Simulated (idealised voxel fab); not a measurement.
The document below concerns the process module designated voxel self aligned contacts.
Cross-section cut: width 250 nm, square cells of 5 nm.
Each cross-section below is a grid of square cells, stated as bands in top-down order, with one or more rows of cells making up each band.
Band: top height; bottom height; in nm. Then, left to right: material with width in nm, for each material. "all across": a single material spanning edge to edge. "empty": empty space.
Where do heights start? At 0: under that level the wafer as delivered is made of one material only. And the lowest band has no floor; it just carries on downward, as in "0 and below".
The notation "30 to 40" denotes a width that varies across the rows of cells in the band, beginning at the first number in the top row, finishing at the second number in the bottom row, and changing by an identical amount from each row to the next.
You'll sometimes find "everything unchanged" written for a step, and that's the way of saying that nowhere in the cross-section did a cell change during that step.
"Enclosed void listing" lists enclosed empty spaces (at least 8 cells, no open path upward to the top), each as width x height at distance from the left edge, in nm.
Whatever follows a step's settings on its line is a remark the simulator itself makes about that step.
overlay nm: on a step with a mask, how far right of its planned place the mask lay; negative means left.
For the reader: what remains of this document is a series of pairs, each showing a cross-section before one process step and a cross-section after that step which reaches down only to the lowest band that changed, with the step between them and its settings set out under the pair. It should not be assumed that a pair continues from the pair above it; the pairs can come from different runs of this module on the same starting wafer, and such continuity exists only where the entry headed "Before this step" says so.
BEFORE THIS STEP
> 55 down to 45: SiO2=80, then empty=35, then SiO2=20, then empty=35, then SiO2=80
> 45 down to 15: SiO2=50, then SiN=5, then polySi=30, then SiN=5, then empty=15, then SiN=5, then polySi=30, then SiN=5, then empty=15, then SiN=5, then polySi=30, then SiN=5, then SiO2=50
> 15 down to 0: SiN all across
> 0 down to -5: SiO2 all across
> -5 and below: Si all across
> Enclosed void listing: none
STEP RESULT
> 60 down to 55: TiN=85, then empty=25, then TiN=30, then empty=25, then TiN=85
> 55 down to 45: SiO2=80, then TiN=5 to 15, then empty=25 to 5, then TiN=5 to 15, then SiO2=20, then TiN=5 to 15, then empty=25 to 5, then TiN=5 to 15, then SiO2=80
> 45 down to 20: SiO2=50, then SiN=5, then polySi=30, then SiN=5, then TiN=5, then empty=5, then TiN=5, then SiN=5, then polySi=30, then SiN=5, then TiN=5, then empty=5, then TiN=5, then SiN=5, then polySi=30, then SiN=5, then SiO2=50
> 20 down to 15: SiO2=50, then SiN=5, then polySi=30, then SiN=5, then TiN=15, then SiN=5, then polySi=30, then SiN=5, then TiN=15, then SiN=5, then polySi=30, then SiN=5, then SiO2=50
> Nothing below the height 15 has changed.
> Enclosed void listing: none
Transition step, before and after shown above: CONFORMAL_DEP,material TiN,thk nm 5
Before this step: the cross-section after the pair above
STEP RESULT
> 70 down to 60: W all across
> 60 down to 55: TiN=85, then W=25, then TiN=30, then W=25, then TiN=85
> 55 down to 45: SiO2=80, then TiN=5 to 15, then W=25 to 5, then TiN=5 to 15, then SiO2=20, then TiN=5 to 15, then W=25 to 5, then TiN=5 to 15, then SiO2=80
> 45 down to 20: SiO2=50, then SiN=5, then polySi=30, then SiN=5, then TiN=5, then W=5, then TiN=5, then SiN=5, then polySi=30, then SiN=5, then TiN=5, then W=5, then TiN=5, then SiN=5, then polySi=30, then SiN=5, then SiO2=50
> Nothing below the height 20 has changed.
> Enclosed void listing: none
Transition step, before and after shown above: FILL_DEP,material W,thk nm 10
Before this step: the cross-section after the pair above
STEP RESULT
> 55 down to 45: SiO2=80, then TiN=5 to 15, then W=25 to 5, then TiN=5 to 15, then SiO2=20, then TiN=5 to 15, then W=25 to 5, then TiN=5 to 15, then SiO2=80
> Nothing below the height 45 has changed.
> Enclosed void listing: none
Transition step, before and after shown above: CMP,height nm 55
Before this step: the cross-section after the pair above
STEP RESULT
> 60 down to 55: SiCN all across
> Nothing below the height 55 has changed.
> Enclosed void listing: none
Transition step, before and after shown above: CONFORMAL_DEP,material SiCN,thk nm 5
BEFORE THIS STEP
> 70 down to 60: W all across
> 60 down to 55: TiN=85, then W=25, then TiN=30, then W=25, then TiN=85
> 55 down to 45: SiO2=80, then TiN=5 to 15, then W=25 to 5, then TiN=5 to 15, then SiO2=20, then TiN=5 to 15, then W=25 to 5, then TiN=5 to 15, then SiO2=80
> 45 down to 30: SiO2=50, then SiN=40, then TiN=5, then W=5, then TiN=5, then SiN=40, then TiN=5, then W=5, then TiN=5, then SiN=40, then SiO2=50
> 30 down to 0: SiO2=50, then SiN=5, then polySi=30, then SiN=5, then TiN=5, then W=5, then TiN=5, then SiN=5, then polySi=30, then SiN=5, then TiN=5, then W=5, then TiN=5, then SiN=5, then polySi=30, then SiN=5, then SiO2=50
> 0 down to -5: SiO2=90, then TiN=15, then SiO2=40, then TiN=15, then SiO2=90
> -5 and below: Si all across
> Enclosed void listing: none
STEP RESULT
> 65 down to 60: W all across
> Nothing below the height 60 has changed.
> Enclosed void listing: none
Transition step, before and after shown above: CMP,height nm 65
Before this step: the cross-section after the pair above
STEP RESULT
> 70 down to 65: SiCN all across
> Nothing below the height 65 has changed.
> Enclosed void listing: none
Transition step, before and after shown above: CONFORMAL_DEP,material SiCN,thk nm 5
BEFORE THIS STEP
> 55 down to 45: aC all across
> 45 down to 30: SiN all across
> 30 down to 0: polySi all across
> 0 down to -5: SiO2 all across
> -5 and below: Si all across
> Enclosed void listing: none
STEP RESULT
> 80 down to 55: empty=60, then resist=20, then empty=35, then resist=20, then empty=35, then resist=20, then empty=60
> Nothing below the height 55 has changed.
> Enclosed void listing: none
Transition step, before and after shown above: PATTERN,tone cover,mask id GATE,material resist,width nm 20,pitch nm 55,thk nm 25,overlay nm 0
Before this step: the cross-section after the pair above
STEP RESULT
> 70 down to 55: empty=60, then resist=20, then empty=35, then resist=20, then empty=35, then resist=20, then empty=60
> 55 down to 45: empty=60, then aC=20, then empty=35, then aC=20, then empty=35, then aC=20, then empty=60
> Nothing below the height 45 has changed.
> Enclosed void listing: none
Transition step, before and after shown above: DIRECTIONAL_ETCH,etch materials aC,depth nm 10
Before this step: the cross-section after the pair above
STEP RESULT
> 55 down to 45: empty=60, then aC=20, then empty=35, then aC=20, then empty=35, then aC=20, then empty=60
> Nothing below the height 45 has changed.
> Enclosed void listing: none
Transition step, before and after shown above: STRIP,etch materials resist
Before this step: the cross-section after the pair above
STEP RESULT
> 55 down to 45: empty=60, then aC=20, then empty=35, then aC=20, then empty=35, then aC=20, then empty=60
> 45 down to 30: empty=60, then SiN=20, then empty=35, then SiN=20, then empty=35, then SiN=20, then empty=60
> Nothing below the height 30 has changed.
> Enclosed void listing: none
Transition step, before and after shown above: DIRECTIONAL_ETCH,etch materials SiN,depth nm 15
Before this step: the cross-section after the pair above
STEP RESULT
> 55 down to 45: empty=60, then aC=20, then empty=35, then aC=20, then empty=35, then aC=20, then empty=60
> 45 down to 30: empty=60, then SiN=20, then empty=35, then SiN=20, then empty=35, then SiN=20, then empty=60
> 30 down to 0: empty=60, then polySi=20, then empty=35, then polySi=20, then empty=35, then polySi=20, then empty=60
> Nothing below the height 0 has changed.
> Enclosed void listing: none
Transition step, before and after shown above: DIRECTIONAL_ETCH,etch materials polySi,depth nm 30
Before this step: the cross-section after the pair above
STEP RESULT
> 45 down to 30: empty=60, then SiN=20, then empty=35, then SiN=20, then empty=35, then SiN=20, then empty=60
> Nothing below the height 30 has changed.
> Enclosed void listing: none
Transition step, before and after shown above: STRIP,etch materials aC
Before this step: the cross-section after the pair above
STEP RESULT
> 50 down to 30: empty=55, then SiN=30, then empty=25, then SiN=30, then empty=25, then SiN=30, then empty=55
> 30 down to 5: empty=55, then SiN=5, then polySi=20, then SiN=5, then empty=25, then SiN=5, then polySi=20, then SiN=5, then empty=25, then SiN=5, then polySi=20, then SiN=5, then empty=55
> 5 down to 0: SiN=60, then polySi=20, then SiN=35, then polySi=20, then SiN=35, then polySi=20, then SiN=60
> Nothing below the height 0 has changed.
> Enclosed void listing: none
Transition step, before and after shown above: CONFORMAL_DEP,material SiN,thk nm 5
Before this step: the cross-section after the pair above
STEP RESULT
> 45 down to 30: empty=55, then SiN=30, then empty=25, then SiN=30, then empty=25, then SiN=30, then empty=55
> 30 down to 0: empty=55, then SiN=5, then polySi=20, then SiN=5, then empty=25, then SiN=5, then polySi=20, then SiN=5, then empty=25, then SiN=5, then polySi=20, then SiN=5, then empty=55
> Nothing below the height 0 has changed.
> Enclosed void listing: none
Transition step, before and after shown above: DIRECTIONAL_ETCH,etch materials SiN,depth nm 5
Before this step: the cross-section after the pair above
STEP RESULT
> 60 down to 45: SiO2 all across
> 45 down to 30: SiO2=55, then SiN=30, then SiO2=25, then SiN=30, then SiO2=25, then SiN=30, then SiO2=55
> 30 down to 0: SiO2=55, then SiN=5, then polySi=20, then SiN=5, then SiO2=25, then SiN=5, then polySi=20, then SiN=5, then SiO2=25, then SiN=5, then polySi=20, then SiN=5, then SiO2=55
> Nothing below the height 0 has changed.
> Enclosed void listing: none
Transition step, before and after shown above: FILL_DEP,material SiO2,thk nm 15
Before this step: the cross-section after the pair above
STEP RESULT
> 55 down to 45: SiO2 all across
> Nothing below the height 45 has changed.
> Enclosed void listing: none
Transition step, before and after shown above: CMP,height nm 55
Before this step: the cross-section after the pair above
STEP RESULT
> 65 down to 55: aC all across
> Nothing below the height 55 has changed.
> Enclosed void listing: none
Transition step, before and after shown above: DIRECTIONAL_DEP,material aC,thk nm 10
Before this step: the cross-section after the pair above
STEP RESULT
> 90 down to 65: resist=80, then empty=35, then resist=20, then empty=35, then resist=80
> Nothing below the height 65 has changed.
> Enclosed void listing: none
Transition step, before and after shown above: PATTERN,tone open,mask id CONTACT,material resist,width nm 35,pitch nm 55,thk nm 25,overlay nm 0
Before this step: the cross-section after the pair above
STEP RESULT
> 80 down to 65: resist=80, then empty=35, then resist=20, then empty=35, then resist=80
> 65 down to 55: aC=80, then empty=35, then aC=20, then empty=35, then aC=80
> Nothing below the height 55 has changed.
> Enclosed void listing: none
Transition step, before and after shown above: DIRECTIONAL_ETCH,etch materials aC,depth nm 10
Before this step: the cross-section after the pair above
STEP RESULT
> 65 down to 55: aC=80, then empty=35, then aC=20, then empty=35, then aC=80
> Nothing below the height 55 has changed.
> Enclosed void listing: none
Transition step, before and after shown above: STRIP,etch materials resist
Before this step: the cross-section after the pair above
STEP RESULT
> 65 down to 55: aC=80, then empty=35, then aC=20, then empty=35, then aC=80
> 55 down to 45: SiO2=80, then empty=35, then SiO2=20, then empty=35, then SiO2=80
> 45 down to 30: SiO2=55, then SiN=30, then empty=25, then SiN=30, then empty=25, then SiN=30, then SiO2=55
> 30 down to 0: SiO2=55, then SiN=5, then polySi=20, then SiN=5, then empty=25, then SiN=5, then polySi=20, then SiN=5, then empty=25, then SiN=5, then polySi=20, then SiN=5, then SiO2=55
> 0 down to -5: SiO2=85, then empty=25, then SiO2=30, then empty=25, then SiO2=85
> Nothing below the height -5 has changed.
> Enclosed void listing: none
Transition step, before and after shown above: DIRECTIONAL_ETCH,etch materials SiO2,depth nm 60
Before this step: the cross-section after the pair above
STEP RESULT
> 55 down to 45: SiO2=80, then empty=35, then SiO2=20, then empty=35, then SiO2=80
> Nothing below the height 45 has changed.
> Enclosed void listing: none
Transition step, before and after shown above: STRIP,etch materials aC
Before this step: the cross-section after the pair above
STEP RESULT
> 60 down to 55: TiN=85, then empty=25, then TiN=30, then empty=25, then TiN=85
> 55 down to 45: SiO2=80, then TiN=5 to 10, then empty=25 to 15, then TiN=5 to 10, then SiO2=20, then TiN=5 to 10, then empty=25 to 15, then TiN=5 to 10, then SiO2=80
> 45 down to 30: SiO2=55, then SiN=30, then TiN=5, then empty=15, then TiN=5, then SiN=30, then TiN=5, then empty=15, then TiN=5, then SiN=30, then SiO2=55
> 30 down to 0: SiO2=55, then SiN=5, then polySi=20, then SiN=5, then TiN=5, then empty=15, then TiN=5, then SiN=5, then polySi=20, then SiN=5, then TiN=5, then empty=15, then TiN=5, then SiN=5, then polySi=20, then SiN=5, then SiO2=55
> 0 down to -5: SiO2=85, then TiN=25, then SiO2=30, then TiN=25, then SiO2=85
> Nothing below the height -5 has changed.
> Enclosed void listing: none
Transition step, before and after shown above: CONFORMAL_DEP,material TiN,thk nm 5
Before this step: the cross-section after the pair above
STEP RESULT
> 70 down to 60: W all across
> 60 down to 55: TiN=85, then W=25, then TiN=30, then W=25, then TiN=85
> 55 down to 45: SiO2=80, then TiN=5 to 10, then W=25 to 15, then TiN=5 to 10, then SiO2=20, then TiN=5 to 10, then W=25 to 15, then TiN=5 to 10, then SiO2=80
> 45 down to 30: SiO2=55, then SiN=30, then TiN=5, then W=15, then TiN=5, then SiN=30, then TiN=5, then W=15, then TiN=5, then SiN=30, then SiO2=55
> 30 down to 0: SiO2=55, then SiN=5, then polySi=20, then SiN=5, then TiN=5, then W=15, then TiN=5, then SiN=5, then polySi=20, then SiN=5, then TiN=5, then W=15, then TiN=5, then SiN=5, then polySi=20, then SiN=5, then SiO2=55
> Nothing below the height 0 has changed.
> Enclosed void listing: none
Transition step, before and after shown above: FILL_DEP,material W,thk nm 10
Before this step: the cross-section after the pair above
STEP RESULT
> 55 down to 45: SiO2=80, then TiN=5 to 10, then W=25 to 15, then TiN=5 to 10, then SiO2=20, then TiN=5 to 10, then W=25 to 15, then TiN=5 to 10, then SiO2=80
> Nothing below the height 45 has changed.
> Enclosed void listing: none
Transition step, before and after shown above: CMP,height nm 55
Before this step: the cross-section after the pair above
STEP RESULT
> 60 down to 55: SiCN all across
> Nothing below the height 55 has changed.
> Enclosed void listing: none
Transition step, before and after shown above: CONFORMAL_DEP,material SiCN,thk nm 5
BEFORE THIS STEP
> 65 down to 55: aC all across
> 55 down to 45: SiO2 all across
> 45 down to 30: SiO2=50, then SiN=40, then SiO2=15, then SiN=40, then SiO2=15, then SiN=40, then SiO2=50
> 30 down to 0: SiO2=50, then SiN=5, then polySi=30, then SiN=5, then SiO2=15, then SiN=5, then polySi=30, then SiN=5, then SiO2=15, then SiN=5, then polySi=30, then SiN=5, then SiO2=50
> 0 down to -5: SiO2 all across
> -5 and below: Si all across
> Enclosed void listing: none
STEP RESULT
> 90 down to 65: resist=90, then empty=35, then resist=20, then empty=35, then resist=70
> Nothing below the height 65 has changed.
> Enclosed void listing: none
Transition step, before and after shown above: PATTERN,tone open,mask id CONTACT,material resist,width nm 35,pitch nm 55,thk nm 25,overlay nm 10
Before this step: the cross-section after the pair above
STEP RESULT
> 80 down to 65: resist=90, then empty=35, then resist=20, then empty=35, then resist=70
> 65 down to 55: aC=90, then empty=35, then aC=20, then empty=35, then aC=70
> Nothing below the height 55 has changed.
> Enclosed void listing: none
Transition step, before and after shown above: DIRECTIONAL_ETCH,etch materials aC,depth nm 10
Before this step: the cross-section after the pair above
STEP RESULT
> 65 down to 55: aC=90, then empty=35, then aC=20, then empty=35, then aC=70
> Nothing below the height 55 has changed.
> Enclosed void listing: none
Transition step, before and after shown above: STRIP,etch materials resist
Before this step: the cross-section after the pair above
STEP RESULT
> 65 down to 55: aC=90, then empty=35, then aC=20, then empty=35, then aC=70
> 55 down to 45: SiO2=90, then empty=35, then SiO2=20, then empty=35, then SiO2=70
> 45 down to 30: SiO2=50, then SiN=40, then empty=15, then SiN=40, then empty=15, then SiN=40, then SiO2=50
> 30 down to 0: SiO2=50, then SiN=5, then polySi=30, then SiN=5, then empty=15, then SiN=5, then polySi=30, then SiN=5, then empty=15, then SiN=5, then polySi=30, then SiN=5, then SiO2=50
> 0 down to -5: SiO2=90, then empty=15, then SiO2=40, then empty=15, then SiO2=90
> Nothing below the height -5 has changed.
> Enclosed void listing: none
Transition step, before and after shown above: DIRECTIONAL_ETCH,etch materials SiO2,depth nm 60
Before this step: the cross-section after the pair above
STEP RESULT
> 55 down to 45: SiO2=90, then empty=35, then SiO2=20, then empty=35, then SiO2=70
> Nothing below the height 45 has changed.
> Enclosed void listing: none
Transition step, before and after shown above: STRIP,etch materials aC
Before this step: the cross-section after the pair above
STEP RESULT
> 60 down to 55: TiN=95, then empty=25, then TiN=30, then empty=25, then TiN=75
> 55 down to 45: SiO2=90, then TiN=5, then empty=25 to 5, then TiN=5 to 25, then SiO2=20, then TiN=5, then empty=25 to 5, then TiN=5 to 25, then SiO2=70
> 45 down to 30: SiO2=50, then SiN=40, then TiN=5, then empty=5, then TiN=5, then SiN=40, then TiN=5, then empty=5, then TiN=5, then SiN=40, then SiO2=50
> 30 down to 0: SiO2=50, then SiN=5, then polySi=30, then SiN=5, then TiN=5, then empty=5, then TiN=5, then SiN=5, then polySi=30, then SiN=5, then TiN=5, then empty=5, then TiN=5, then SiN=5, then polySi=30, then SiN=5, then SiO2=50
> 0 down to -5: SiO2=90, then TiN=15, then SiO2=40, then TiN=15, then SiO2=90
> Nothing below the height -5 has changed.
> Enclosed void listing: none
Transition step, before and after shown above: CONFORMAL_DEP,material TiN,thk nm 5
Before this step: the cross-section after the pair above
STEP RESULT
> 70 down to 60: W all across
> 60 down to 55: TiN=95, then W=25, then TiN=30, then W=25, then TiN=75
> 55 down to 45: SiO2=90, then TiN=5, then W=25 to 5, then TiN=5 to 25, then SiO2=20, then TiN=5, then W=25 to 5, then TiN=5 to 25, then SiO2=70
> 45 down to 30: SiO2=50, then SiN=40, then TiN=5, then W=5, then TiN=5, then SiN=40, then TiN=5, then W=5, then TiN=5, then SiN=40, then SiO2=50
> 30 down to 0: SiO2=50, then SiN=5, then polySi=30, then SiN=5, then TiN=5, then W=5, then TiN=5, then SiN=5, then polySi=30, then SiN=5, then TiN=5, then W=5, then TiN=5, then SiN=5, then polySi=30, then SiN=5, then SiO2=50
> Nothing below the height 0 has changed.
> Enclosed void listing: none
Transition step, before and after shown above: FILL_DEP,material W,thk nm 10
Before this step: the cross-section after the pair above
STEP RESULT
> 55 down to 45: SiO2=90, then TiN=5, then W=25 to 5, then TiN=5 to 25, then SiO2=20, then TiN=5, then W=25 to 5, then TiN=5 to 25, then SiO2=70
> Nothing below the height 45 has changed.
> Enclosed void listing: none
Transition step, before and after shown above: CMP,height nm 55
Before this step: the cross-section after the pair above
STEP RESULT
> 60 down to 55: SiCN all across
> Nothing below the height 55 has changed.
> Enclosed void listing: none
Transition step, before and after shown above: CONFORMAL_DEP,material SiCN,thk nm 5
BEFORE THIS STEP
> 55 down to 45: SiO2=80, then empty=35, then SiO2=20, then empty=35, then SiO2=80
> 45 down to 30: SiO2=50, then SiN=40, then empty=15, then SiN=40, then empty=15, then SiN=40, then SiO2=50
> 30 down to 0: SiO2=50, then SiN=5, then polySi=30, then SiN=5, then empty=15, then SiN=5, then polySi=30, then SiN=5, then empty=15, then SiN=5, then polySi=30, then SiN=5, then SiO2=50
> 0 down to -5: SiO2=90, then empty=15, then SiO2=40, then empty=15, then SiO2=90
> -5 and below: Si all across
> Enclosed void listing: none
STEP RESULT
> 60 down to 55: SiN=85, then empty=25, then SiN=30, then empty=25, then SiN=85
> 55 down to 45: SiO2=80, then SiN=5 to 15, then empty=25 to 5, then SiN=5 to 15, then SiO2=20, then SiN=5 to 15, then empty=25 to 5, then SiN=5 to 15, then SiO2=80
> 45 down to 30: SiO2=50, then SiN=45, then empty=5, then SiN=50, then empty=5, then SiN=45, then SiO2=50
> 30 down to 0: SiO2=50, then SiN=5, then polySi=30, then SiN=10, then empty=5, then SiN=10, then polySi=30, then SiN=10, then empty=5, then SiN=10, then polySi=30, then SiN=5, then SiO2=50
> 0 down to -5: SiO2=90, then SiN=15, then SiO2=40, then SiN=15, then SiO2=90
> Nothing below the height -5 has changed.
> Enclosed void listing: none
Transition step, before and after shown above: CONFORMAL_DEP,material SiN,thk nm 5
Before this step: the cross-section after the pair above
STEP RESULT
> 70 down to 60: W all across
> 60 down to 55: SiN=85, then W=25, then SiN=30, then W=25, then SiN=85
> 55 down to 45: SiO2=80, then SiN=5 to 15, then W=25 to 5, then SiN=5 to 15, then SiO2=20, then SiN=5 to 15, then W=25 to 5, then SiN=5 to 15, then SiO2=80
> 45 down to 30: SiO2=50, then SiN=45, then W=5, then SiN=50, then W=5, then SiN=45, then SiO2=50
> 30 down to 0: SiO2=50, then SiN=5, then polySi=30, then SiN=10, then W=5, then SiN=10, then polySi=30, then SiN=10, then W=5, then SiN=10, then polySi=30, then SiN=5, then SiO2=50
> Nothing below the height 0 has changed.
> Enclosed void listing: none
Transition step, before and after shown above: FILL_DEP,material W,thk nm 10
Before this step: the cross-section after the pair above
STEP RESULT
> 55 down to 45: SiO2=80, then SiN=5 to 15, then W=25 to 5, then SiN=5 to 15, then SiO2=20, then SiN=5 to 15, then W=25 to 5, then SiN=5 to 15, then SiO2=80
> Nothing below the height 45 has changed.
> Enclosed void listing: none
Transition step, before and after shown above: CMP,height nm 55
Before this step: the cross-section after the pair above
STEP RESULT
> 60 down to 55: SiCN all across
> Nothing below the height 55 has changed.
> Enclosed void listing: none
Transition step, before and after shown above: CONFORMAL_DEP,material SiCN,thk nm 5
BEFORE THIS STEP
> 55 down to 45: aC all across
> 45 down to 30: SiN all across
> 30 down to 0: polySi all across
> 0 down to -5: SiO2 all across
> -5 and below: Si all across
> Enclosed void listing: none
STEP RESULT
> 80 down to 55: resist=55, then empty=30, then resist=25, then empty=30, then resist=25, then empty=30, then resist=55
> Nothing below the height 55 has changed.
> Enclosed void listing: none
Transition step, before and after shown above: PATTERN,tone open,mask id GATE,material resist,width nm 30,pitch nm 55,thk nm 25,overlay nm 0
Before this step: the cross-section after the pair above
STEP RESULT
> 70 down to 55: resist=55, then empty=30, then resist=25, then empty=30, then resist=25, then empty=30, then resist=55
> 55 down to 45: aC=55, then empty=30, then aC=25, then empty=30, then aC=25, then empty=30, then aC=55
> Nothing below the height 45 has changed.
> Enclosed void listing: none
Transition step, before and after shown above: DIRECTIONAL_ETCH,etch materials aC,depth nm 10
Before this step: the cross-section after the pair above
STEP RESULT
> 55 down to 45: aC=55, then empty=30, then aC=25, then empty=30, then aC=25, then empty=30, then aC=55
> Nothing below the height 45 has changed.
> Enclosed void listing: none
Transition step, before and after shown above: STRIP,etch materials resist
Before this step: the cross-section after the pair above
STEP RESULT
> 55 down to 45: aC=55, then empty=30, then aC=25, then empty=30, then aC=25, then empty=30, then aC=55
> 45 down to 30: SiN=55, then empty=30, then SiN=25, then empty=30, then SiN=25, then empty=30, then SiN=55
> Nothing below the height 30 has changed.
> Enclosed void listing: none
Transition step, before and after shown above: DIRECTIONAL_ETCH,etch materials SiN,depth nm 15
Before this step: the cross-section after the pair above
STEP RESULT
> 55 down to 45: aC=55, then empty=30, then aC=25, then empty=30, then aC=25, then empty=30, then aC=55
> 45 down to 30: SiN=55, then empty=30, then SiN=25, then empty=30, then SiN=25, then empty=30, then SiN=55
> 30 down to 0: polySi=55, then empty=30, then polySi=25, then empty=30, then polySi=25, then empty=30, then polySi=55
> Nothing below the height 0 has changed.
> Enclosed void listing: none
Transition step, before and after shown above: DIRECTIONAL_ETCH,etch materials polySi,depth nm 30
Before this step: the cross-section after the pair above
STEP RESULT
> 45 down to 30: SiN=55, then empty=30, then SiN=25, then empty=30, then SiN=25, then empty=30, then SiN=55
> Nothing below the height 30 has changed.
> Enclosed void listing: none
Transition step, before and after shown above: STRIP,etch materials aC
Before this step: the cross-section after the pair above
STEP RESULT
> 50 down to 30: SiN=60, then empty=20, then SiN=35, then empty=20, then SiN=35, then empty=20, then SiN=60
> 30 down to 5: polySi=55, then SiN=5, then empty=20, then SiN=5, then polySi=25, then SiN=5, then empty=20, then SiN=5, then polySi=25, then SiN=5, then empty=20, then SiN=5, then polySi=55
> 5 down to 0: polySi=55, then SiN=30, then polySi=25, then SiN=30, then polySi=25, then SiN=30, then polySi=55
> Nothing below the height 0 has changed.
> Enclosed void listing: none
Transition step, before and after shown above: CONFORMAL_DEP,material SiN,thk nm 5
Before this step: the cross-section after the pair above
STEP RESULT
> 45 down to 30: SiN=60, then empty=20, then SiN=35, then empty=20, then SiN=35, then empty=20, then SiN=60
> 30 down to 0: polySi=55, then SiN=5, then empty=20, then SiN=5, then polySi=25, then SiN=5, then empty=20, then SiN=5, then polySi=25, then SiN=5, then empty=20, then SiN=5, then polySi=55
> Nothing below the height 0 has changed.
> Enclosed void listing: none
Transition step, before and after shown above: DIRECTIONAL_ETCH,etch materials SiN,depth nm 5
Before this step: the cross-section after the pair above
STEP RESULT
> 60 down to 45: SiO2 all across
> 45 down to 30: SiN=60, then SiO2=20, then SiN=35, then SiO2=20, then SiN=35, then SiO2=20, then SiN=60
> 30 down to 0: polySi=55, then SiN=5, then SiO2=20, then SiN=5, then polySi=25, then SiN=5, then SiO2=20, then SiN=5, then polySi=25, then SiN=5, then SiO2=20, then SiN=5, then polySi=55
> Nothing below the height 0 has changed.
> Enclosed void listing: none
Transition step, before and after shown above: FILL_DEP,material SiO2,thk nm 15
Before this step: the cross-section after the pair above
STEP RESULT
> 55 down to 45: SiO2 all across
> Nothing below the height 45 has changed.
> Enclosed void listing: none
Transition step, before and after shown above: CMP,height nm 55
Before this step: the cross-section after the pair above
STEP RESULT
> 65 down to 55: aC all across
> Nothing below the height 55 has changed.
> Enclosed void listing: none
Transition step, before and after shown above: DIRECTIONAL_DEP,material aC,thk nm 10
Before this step: the cross-section after the pair above
STEP RESULT
> 90 down to 65: resist=80, then empty=35, then resist=20, then empty=35, then resist=80
> Nothing below the height 65 has changed.
> Enclosed void listing: none
Transition step, before and after shown above: PATTERN,tone open,mask id CONTACT,material resist,width nm 35,pitch nm 55,thk nm 25,overlay nm 0
Before this step: the cross-section after the pair above
STEP RESULT
> 80 down to 65: resist=80, then empty=35, then resist=20, then empty=35, then resist=80
> 65 down to 55: aC=80, then empty=35, then aC=20, then empty=35, then aC=80
> Nothing below the height 55 has changed.
> Enclosed void listing: none
Transition step, before and after shown above: DIRECTIONAL_ETCH,etch materials aC,depth nm 10
Before this step: the cross-section after the pair above
STEP RESULT
> 65 down to 55: aC=80, then empty=35, then aC=20, then empty=35, then aC=80
> Nothing below the height 55 has changed.
> Enclosed void listing: none
Transition step, before and after shown above: STRIP,etch materials resist
Before this step: the cross-section after the pair above
STEP RESULT
> 65 down to 55: aC=80, then empty=35, then aC=20, then empty=35, then aC=80
> 55 down to 45: SiO2=80, then empty=35, then SiO2=20, then empty=35, then SiO2=80
> Nothing below the height 45 has changed.
> Enclosed void listing: none
Transition step, before and after shown above: DIRECTIONAL_ETCH,etch materials SiO2,depth nm 60
Before this step: the cross-section after the pair above
STEP RESULT
> 55 down to 45: SiO2=80, then empty=35, then SiO2=20, then empty=35, then SiO2=80
> Nothing below the height 45 has changed.
> Enclosed void listing: none
Transition step, before and after shown above: STRIP,etch materials aC
Before this step: the cross-section after the pair above
STEP RESULT
> 60 down to 55: TiN=85, then empty=25, then TiN=30, then empty=25, then TiN=85
> 55 down to 50: SiO2=80, then TiN=5, then empty=25, then TiN=5, then SiO2=20, then TiN=5, then empty=25, then TiN=5, then SiO2=80
> 50 down to 45: SiO2=80, then TiN=35, then SiO2=20, then TiN=35, then SiO2=80
> Nothing below the height 45 has changed.
> Enclosed void listing: none
Transition step, before and after shown above: CONFORMAL_DEP,material TiN,thk nm 5
Before this step: the cross-section after the pair above
STEP RESULT
> 70 down to 60: W all across
> 60 down to 55: TiN=85, then W=25, then TiN=30, then W=25, then TiN=85
> 55 down to 50: SiO2=80, then TiN=5, then W=25, then TiN=5, then SiO2=20, then TiN=5, then W=25, then TiN=5, then SiO2=80
> Nothing below the height 50 has changed.
> Enclosed void listing: none
Transition step, before and after shown above: FILL_DEP,material W,thk nm 10
Before this step: the cross-section after the pair above
STEP RESULT
> 55 down to 50: SiO2=80, then TiN=5, then W=25, then TiN=5, then SiO2=20, then TiN=5, then W=25, then TiN=5, then SiO2=80
> Nothing below the height 50 has changed.
> Enclosed void listing: none
Transition step, before and after shown above: CMP,height nm 55
Before this step: the cross-section after the pair above
STEP RESULT
> 60 down to 55: SiCN all across
> Nothing below the height 55 has changed.
> Enclosed void listing: none
Transition step, before and after shown above: CONFORMAL_DEP,material SiCN,thk nm 5
